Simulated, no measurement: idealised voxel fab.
The process module presented herein is designated voxel capacitor over wiring.
The figure presents cross-section cut, which has a width of 300 nm and is divided into square cells with an edge length of 5 nm.
Each cross-section below is a grid of square cells, stated as bands in top-down order, with one or more rows of cells making up each band. Band: top height; bottom height; in nm. Then, left to right: material with width in nm, for each material. "full width": a single material spanning edge to edge. "empty": empty space. Height reference: 0 = level under which incoming wafer is all one material. Lowest band: no bottom, runs on downward, e.g. "0 nm and below". The notation "30->40" denotes a width that varies across the rows of cells in the band, beginning at the first number in the top row, finishing at the second number in the bottom row, and changing by an identical amount from each row to the next. Where the words "no change" appear for a step, the cross-section shows no cell changed by that step; every cell remained as before. Entry "Enclosed void listing". Content: empty spaces with no open connection to the top, size 8 cells or greater. Each: width x height at distance. Distance: from left edge. Unit: nm. Where a step's line continues beyond its settings, the continuation is a remark by the simulator itself on that step. "overlay nm" denotes, for a step that has a mask, the displacement of the mask to the right of its planned place, with negative values corresponding to the left.

Intended process steps:
1,op RECEIVE | material Si
2,op CONFORMAL_DEP | material SiO2 | thk nm 15
3,op DIRECTIONAL_DEP | material TiN | thk nm 5
4,op DIRECTIONAL_DEP | material W | thk nm 20
5,op PATTERN | tone cover | mask id METAL_1 | material resist | width nm 25 | pitch nm 75 | thk nm 20 | overlay nm 0
6,op DIRECTIONAL_ETCH | etch materials W | depth nm 20
7,op DIRECTIONAL_ETCH | etch materials TiN | depth nm 5
8,op STRIP | etch materials resist
9,op CONFORMAL_DEP | material SiN | thk nm 5
10,op FILL_DEP | material lowk | thk nm 10
11,op CMP | height nm 40
12,op CONFORMAL_DEP | material SiCN | thk nm 5
13,op DIRECTIONAL_DEP | material SiO2 | thk nm 20
14,op MASKED_ETCH | tone open | mask id PLUG_1 | width nm 15 | etch materials SiO2 | depth nm 20 | overlay nm 0
15,op MASKED_ETCH | tone open | mask id PLUG_1 | width nm 15 | etch materials SiCN | depth nm 5 | overlay nm 0
16,op EPI | material Ru | thk nm 10
17,op EPI | material Ru | thk nm 10
18,op EPI | material Ru | thk nm 5
19,op DIRECTIONAL_DEP | material TiN | thk nm 10
20,op DIRECTIONAL_DEP | material HfO2 | thk nm 5
21,op DIRECTIONAL_DEP | material TiN | thk nm 10
22,op MASKED_ETCH | tone cover | mask id UPPER_PLATE | width nm 55 | etch materials TiN | depth nm 10 | overlay nm 0
23,op MASKED_ETCH | tone cover | mask id UPPER_PLATE | width nm 55 | etch materials HfO2 | depth nm 5 | overlay nm 0
24,op DIRECTIONAL_DEP | material aC | thk nm 15
25,op PATTERN | tone cover | mask id LOWER_PLATE | material resist | width nm 65 | thk nm 35 | overlay nm 0
26,op DIRECTIONAL_ETCH | etch materials aC | depth nm 15
27,op STRIP | etch materials resist
28,op DIRECTIONAL_ETCH | etch materials TiN | depth nm 10
29,op STRIP | etch materials aC
30,op FILL_DEP | material SiO2 | thk nm 20
31,op CMP | height nm 105
32,op DIRECTIONAL_DEP | material aC | thk nm 10
33,op PATTERN | tone open | mask id PLUG_2 | material resist | width nm 15 | thk nm 25 | overlay nm 0
34,op DIRECTIONAL_ETCH | etch materials aC | depth nm 10
35,op STRIP | etch materials resist
36,op DIRECTIONAL_ETCH | etch materials SiO2 | depth nm 15
37,op STRIP | etch materials aC
38,op CONFORMAL_DEP | material TiN | thk nm 5
39,op FILL_DEP | material W | thk nm 5
40,op CMP | height nm 105
41,op CONFORMAL_DEP | material SiCN | thk nm 5

The first wafer of two, processed as planned:

Cross-section of the wafer at receipt, which is the condition after step 1:
  0 nm and below  Si full width
  Enclosed void listing: none

Sectional view: wafer, after step 2:
  15 nm to 0 nm  SiO2 full width
  At heights below 0, the structure remains unaltered.

Sectional view: wafer, after step 3:
  20 nm to 15 nm  TiN full width
  At heights below 15, the structure remains unaltered.

Sectional view: wafer, after step 4:
  40 nm to 20 nm  W full width
  At heights below 20, the structure remains unaltered.

Sectional view: wafer, after step 5:
  60 nm to 40 nm  100 empty  25 resist  50 empty  25 resist  100 empty
  At heights below 40, the structure remains unaltered.

Sectional view: wafer, after step 6:
  60 nm to 40 nm  100 empty  25 resist  50 empty  25 resist  100 empty
  40 nm to 20 nm  100 empty  25 W  50 empty  25 W  100 empty
  At heights below 20, the structure remains unaltered.

Sectional view: wafer, after step 7:
  60 nm to 40 nm  100 empty  25 resist  50 empty  25 resist  100 empty
  40 nm to 20 nm  100 empty  25 W  50 empty  25 W  100 empty
  20 nm to 15 nm  100 empty  25 TiN  50 empty  25 TiN  100 empty
  At heights below 15, the structure remains unaltered.

Sectional view: wafer, after step 8:
  40 nm to 20 nm  100 empty  25 W  50 empty  25 W  100 empty
  At heights below 20, the structure remains unaltered.

Sectional view: wafer, after step 9:
  45 nm to 40 nm  95 empty  35 SiN  40 empty  35 SiN  95 empty
  40 nm to 20 nm  95 empty  5 SiN  25 W  5 SiN  40 empty  5 SiN  25 W  5 SiN  95 empty
  20 nm to 15 nm  100 SiN  25 TiN  50 SiN  25 TiN  100 SiN
  At heights below 15, the structure remains unaltered.

Sectional view: wafer, after step 10:
  55 nm to 45 nm  lowk full width
  45 nm to 40 nm  95 lowk  35 SiN  40 lowk  35 SiN  95 lowk
  40 nm to 20 nm  95 lowk  5 SiN  25 W  5 SiN  40 lowk  5 SiN  25 W  5 SiN  95 lowk
  At heights below 20, the structure remains unaltered.

Sectional view: wafer, after step 11:
  40 nm to 20 nm  95 lowk  5 SiN  25 W  5 SiN  40 lowk  5 SiN  25 W  5 SiN  95 lowk
  At heights below 20, the structure remains unaltered.

Sectional view: wafer, after step 12:
  45 nm to 40 nm  SiCN full width
  At heights below 40, the structure remains unaltered.

Sectional view: wafer, after step 13:
  65 nm to 45 nm  SiO2 full width
  At heights below 45, the structure remains unaltered.

Sectional view: wafer, after step 14:
  65 nm to 45 nm  110 SiO2  15 empty  175 SiO2
  At heights below 45, the structure remains unaltered.

Sectional view: wafer, after step 15:
  65 nm to 45 nm  110 SiO2  15 empty  175 SiO2
  45 nm to 40 nm  110 SiCN  15 empty  175 SiCN
  At heights below 40, the structure remains unaltered.

Sectional view: wafer, after step 16:
  65 nm to 50 nm  110 SiO2  15 empty  175 SiO2
  50 nm to 45 nm  110 SiO2  15 Ru  175 SiO2
  45 nm to 40 nm  110 SiCN  15 Ru  175 SiCN
  At heights below 40, the structure remains unaltered.

Sectional view: wafer, after step 17:
  65 nm to 60 nm  110 SiO2  15 empty  175 SiO2
  60 nm to 45 nm  110 SiO2  15 Ru  175 SiO2
  At heights below 45, the structure remains unaltered.

Sectional view: wafer, after step 18:
  65 nm to 45 nm  110 SiO2  15 Ru  175 SiO2
  At heights below 45, the structure remains unaltered.

Sectional view: wafer, after step 19:
  75 nm to 65 nm  TiN full width
  At heights below 65, the structure remains unaltered.

Sectional view: wafer, after step 20:
  80 nm to 75 nm  HfO2 full width
  At heights below 75, the structure remains unaltered.

Sectional view: wafer, after step 21:
  90 nm to 80 nm  TiN full width
  At heights below 80, the structure remains unaltered.

Sectional view: wafer, after step 22:
  90 nm to 80 nm  110 empty  55 TiN  135 empty
  At heights below 80, the structure remains unaltered.

Sectional view: wafer, after step 23:
  90 nm to 80 nm  110 empty  55 TiN  135 empty
  80 nm to 75 nm  110 empty  55 HfO2  135 empty
  At heights below 75, the structure remains unaltered.

Sectional view: wafer, after step 24:
  105 nm to 90 nm  110 empty  55 aC  135 empty
  90 nm to 80 nm  110 aC  55 TiN  135 aC
  80 nm to 75 nm  110 aC  55 HfO2  135 aC
  At heights below 75, the structure remains unaltered.

Sectional view: wafer, after step 25:
  140 nm to 105 nm  105 empty  65 resist  130 empty
  105 nm to 90 nm  105 empty  5 resist  55 aC  5 resist  130 empty
  At heights below 90, the structure remains unaltered.

Sectional view: wafer, after step 26:
  125 nm to 105 nm  105 empty  65 resist  130 empty
  105 nm to 90 nm  105 empty  5 resist  55 aC  5 resist  130 empty
  90 nm to 80 nm  105 empty  5 aC  55 TiN  5 aC  130 empty
  80 nm to 75 nm  105 empty  5 aC  55 HfO2  5 aC  130 empty
  At heights below 75, the structure remains unaltered.

Sectional view: wafer, after step 27:
  105 nm to 90 nm  110 empty  55 aC  135 empty
  At heights below 90, the structure remains unaltered.

Sectional view: wafer, after step 28:
  105 nm to 90 nm  110 empty  55 aC  135 empty
  90 nm to 80 nm  105 empty  5 aC  55 TiN  5 aC  130 empty
  80 nm to 75 nm  105 empty  5 aC  55 HfO2  5 aC  130 empty
  75 nm to 65 nm  105 empty  65 TiN  130 empty
  At heights below 65, the structure remains unaltered.

Sectional view: wafer, after step 29:
  90 nm to 80 nm  110 empty  55 TiN  135 empty
  80 nm to 75 nm  110 empty  55 HfO2  135 empty
  At heights below 75, the structure remains unaltered.

Sectional view: wafer, after step 30:
  110 nm to 90 nm  SiO2 full width
  90 nm to 80 nm  110 SiO2  55 TiN  135 SiO2
  80 nm to 75 nm  110 SiO2  55 HfO2  135 SiO2
  75 nm to 65 nm  105 SiO2  65 TiN  130 SiO2
  At heights below 65, the structure remains unaltered.

Sectional view: wafer, after step 31:
  105 nm to 90 nm  SiO2 full width
  At heights below 90, the structure remains unaltered.

Sectional view: wafer, after step 32:
  115 nm to 105 nm  aC full width
  At heights below 105, the structure remains unaltered.

Sectional view: wafer, after step 33:
  140 nm to 115 nm  120 resist  15 empty  165 resist
  At heights below 115, the structure remains unaltered.

Sectional view: wafer, after step 34:
  130 nm to 115 nm  120 resist  15 empty  165 resist
  115 nm to 105 nm  120 aC  15 empty  165 aC
  At heights below 105, the structure remains unaltered.

Sectional view: wafer, after step 35:
  115 nm to 105 nm  120 aC  15 empty  165 aC
  At heights below 105, the structure remains unaltered.

Sectional view: wafer, after step 36:
  115 nm to 105 nm  120 aC  15 empty  165 aC
  105 nm to 90 nm  120 SiO2  15 empty  165 SiO2
  At heights below 90, the structure remains unaltered.

Sectional view: wafer, after step 37:
  105 nm to 90 nm  120 SiO2  15 empty  165 SiO2
  At heights below 90, the structure remains unaltered.

Sectional view: wafer, after step 38:
  110 nm to 105 nm  125 TiN  5 empty  170 TiN
  105 nm to 95 nm  120 SiO2  5 TiN  5 empty  5 TiN  165 SiO2
  95 nm to 90 nm  120 SiO2  15 TiN  165 SiO2
  At heights below 90, the structure remains unaltered.

Sectional view: wafer, after step 39:
  115 nm to 110 nm  W full width
  110 nm to 105 nm  125 TiN  5 W  170 TiN
  105 nm to 95 nm  120 SiO2  5 TiN  5 W  5 TiN  165 SiO2
  At heights below 95, the structure remains unaltered.

Sectional view: wafer, after step 40:
  105 nm to 95 nm  120 SiO2  5 TiN  5 W  5 TiN  165 SiO2
  At heights below 95, the structure remains unaltered.

Sectional view: wafer, after step 41:
  110 nm to 105 nm  SiCN full width
  At heights below 105, the structure remains unaltered.

Second wafer: same start and same plan as the first, one execution error; identical to the first through step 11:

The second wafer cut through, at the time step 12 was supposed to be finished:
  60 nm to 40 nm  SiO2 full width
  At heights below 40, the structure remains unaltered.

The second wafer cut through, at the time step 13 was supposed to be finished:
  65 nm to 60 nm  SiCN full width
  At heights below 60, the structure remains unaltered.

The second wafer cut through, at the time step 14 was supposed to be finished: no change

The second wafer cut through, at the time step 15 was supposed to be finished:
  65 nm to 60 nm  110 SiCN  15 empty  175 SiCN
  At heights below 60, the structure remains unaltered.

The second wafer cut through, at the time step 16 was supposed to be finished: no change

The second wafer cut through, at the time step 17 was supposed to be finished: no change

The second wafer cut through, at the time step 18 was supposed to be finished: no change

The second wafer cut through, at the time step 19 was supposed to be finished:
  75 nm to 70 nm  110 TiN  15 empty  175 TiN
  70 nm to 65 nm  TiN full width
  65 nm to 60 nm  110 SiCN  15 TiN  175 SiCN
  At heights below 60, the structure remains unaltered.

The second wafer cut through, at the time step 20 was supposed to be finished:
  80 nm to 75 nm  110 HfO2  15 empty  175 HfO2
  75 nm to 70 nm  110 TiN  15 HfO2  175 TiN
  At heights below 70, the structure remains unaltered.

The second wafer cut through, at the time step 21 was supposed to be finished:
  90 nm to 85 nm  110 TiN  15 empty  175 TiN
  85 nm to 80 nm  TiN full width
  80 nm to 75 nm  110 HfO2  15 TiN  175 HfO2
  At heights below 75, the structure remains unaltered.

The second wafer cut through, at the time step 22 was supposed to be finished:
  90 nm to 80 nm  125->110 empty  40->55 TiN  135 empty
  At heights below 80, the structure remains unaltered.

The second wafer cut through, at the time step 23 was supposed to be finished:
  90 nm to 80 nm  125->110 empty  40->55 TiN  135 empty
  80 nm to 75 nm  110 empty  15 TiN  40 HfO2  135 empty
  At heights below 75, the structure remains unaltered.

The second wafer cut through, at the time step 24 was supposed to be finished:
  105 nm to 100 nm  125 empty  40 aC  135 empty
  100 nm to 90 nm  110 empty  55 aC  135 empty
  90 nm to 80 nm  125->110 aC  40->55 TiN  135 aC
  80 nm to 75 nm  110 aC  15 TiN  40 HfO2  135 aC
  At heights below 75, the structure remains unaltered.

The second wafer cut through, at the time step 25 was supposed to be finished:
  140 nm to 105 nm  105 empty  65 resist  130 empty
  105 nm to 100 nm  105 empty  20 resist  40 aC  5 resist  130 empty
  100 nm to 90 nm  105 empty  5 resist  55 aC  5 resist  130 empty
  At heights below 90, the structure remains unaltered.

The second wafer cut through, at the time step 26 was supposed to be finished:
  125 nm to 105 nm  105 empty  65 resist  130 empty
  105 nm to 100 nm  105 empty  20 resist  40 aC  5 resist  130 empty
  100 nm to 90 nm  105 empty  5 resist  55 aC  5 resist  130 empty
  90 nm to 80 nm  105 empty  20->5 aC  40->55 TiN  5 aC  130 empty
  80 nm to 75 nm  105 empty  5 aC  15 TiN  40 HfO2  5 aC  130 empty
  At heights below 75, the structure remains unaltered.

The second wafer cut through, at the time step 27 was supposed to be finished:
  105 nm to 100 nm  125 empty  40 aC  135 empty
  100 nm to 90 nm  110 empty  55 aC  135 empty
  At heights below 90, the structure remains unaltered.

The second wafer cut through, at the time step 28 was supposed to be finished:
  105 nm to 100 nm  125 empty  40 aC  135 empty
  100 nm to 90 nm  110 empty  55 aC  135 empty
  90 nm to 80 nm  105 empty  20->5 aC  40->55 TiN  5 aC  130 empty
  80 nm to 75 nm  105 empty  5 aC  15 TiN  40 HfO2  5 aC  130 empty
  75 nm to 70 nm  105 empty  5 TiN  15 HfO2  45 TiN  130 empty
  70 nm to 65 nm  105 empty  65 TiN  130 empty
  At heights below 65, the structure remains unaltered.

The second wafer cut through, at the time step 29 was supposed to be finished:
  90 nm to 80 nm  125->110 empty  40->55 TiN  135 empty
  80 nm to 75 nm  110 empty  15 TiN  40 HfO2  135 empty
  At heights below 75, the structure remains unaltered.

The second wafer cut through, at the time step 30 was supposed to be finished:
  110 nm to 90 nm  SiO2 full width
  90 nm to 80 nm  125->110 SiO2  40->55 TiN  135 SiO2
  80 nm to 75 nm  110 SiO2  15 TiN  40 HfO2  135 SiO2
  75 nm to 70 nm  105 SiO2  5 TiN  15 HfO2  45 TiN  130 SiO2
  70 nm to 65 nm  105 SiO2  65 TiN  130 SiO2
  At heights below 65, the structure remains unaltered.

The second wafer cut through, at the time step 31 was supposed to be finished:
  105 nm to 90 nm  SiO2 full width
  At heights below 90, the structure remains unaltered.

The second wafer cut through, at the time step 32 was supposed to be finished:
  115 nm to 105 nm  aC full width
  At heights below 105, the structure remains unaltered.

The second wafer cut through, at the time step 33 was supposed to be finished:
  140 nm to 115 nm  120 resist  15 empty  165 resist
  At heights below 115, the structure remains unaltered.

The second wafer cut through, at the time step 34 was supposed to be finished:
  130 nm to 115 nm  120 resist  15 empty  165 resist
  115 nm to 105 nm  120 aC  15 empty  165 aC
  At heights below 105, the structure remains unaltered.

The second wafer cut through, at the time step 35 was supposed to be finished:
  115 nm to 105 nm  120 aC  15 empty  165 aC
  At heights below 105, the structure remains unaltered.

The second wafer cut through, at the time step 36 was supposed to be finished:
  115 nm to 105 nm  120 aC  15 empty  165 aC
  105 nm to 90 nm  120 SiO2  15 empty  165 SiO2
  At heights below 90, the structure remains unaltered.

The second wafer cut through, at the time step 37 was supposed to be finished:
  105 nm to 90 nm  120 SiO2  15 empty  165 SiO2
  At heights below 90, the structure remains unaltered.

The second wafer cut through, at the time step 38 was supposed to be finished:
  110 nm to 105 nm  125 TiN  5 empty  170 TiN
  105 nm to 95 nm  120 SiO2  5 TiN  5 empty  5 TiN  165 SiO2
  95 nm to 85 nm  120->125 SiO2  15->40 TiN  165->135 SiO2
  At heights below 85, the structure remains unaltered.

The second wafer cut through, at the time step 39 was supposed to be finished:
  115 nm to 110 nm  W full width
  110 nm to 105 nm  125 TiN  5 W  170 TiN
  105 nm to 95 nm  120 SiO2  5 TiN  5 W  5 TiN  165 SiO2
  At heights below 95, the structure remains unaltered.

The second wafer cut through, at the time step 40 was supposed to be finished:
  105 nm to 95 nm  120 SiO2  5 TiN  5 W  5 TiN  165 SiO2
  At heights below 95, the structure remains unaltered.

The second wafer cut through, at the time step 41 was supposed to be finished:
  110 nm to 105 nm  SiCN full width
  At heights below 105, the structure remains unaltered.
What went wrong in running the wafer? steps 12 and 13 got flipped, so each one ran where the other should have
Final cells, second wafer relative to first, materials higher or lower: Ru -15; SiO2 +15
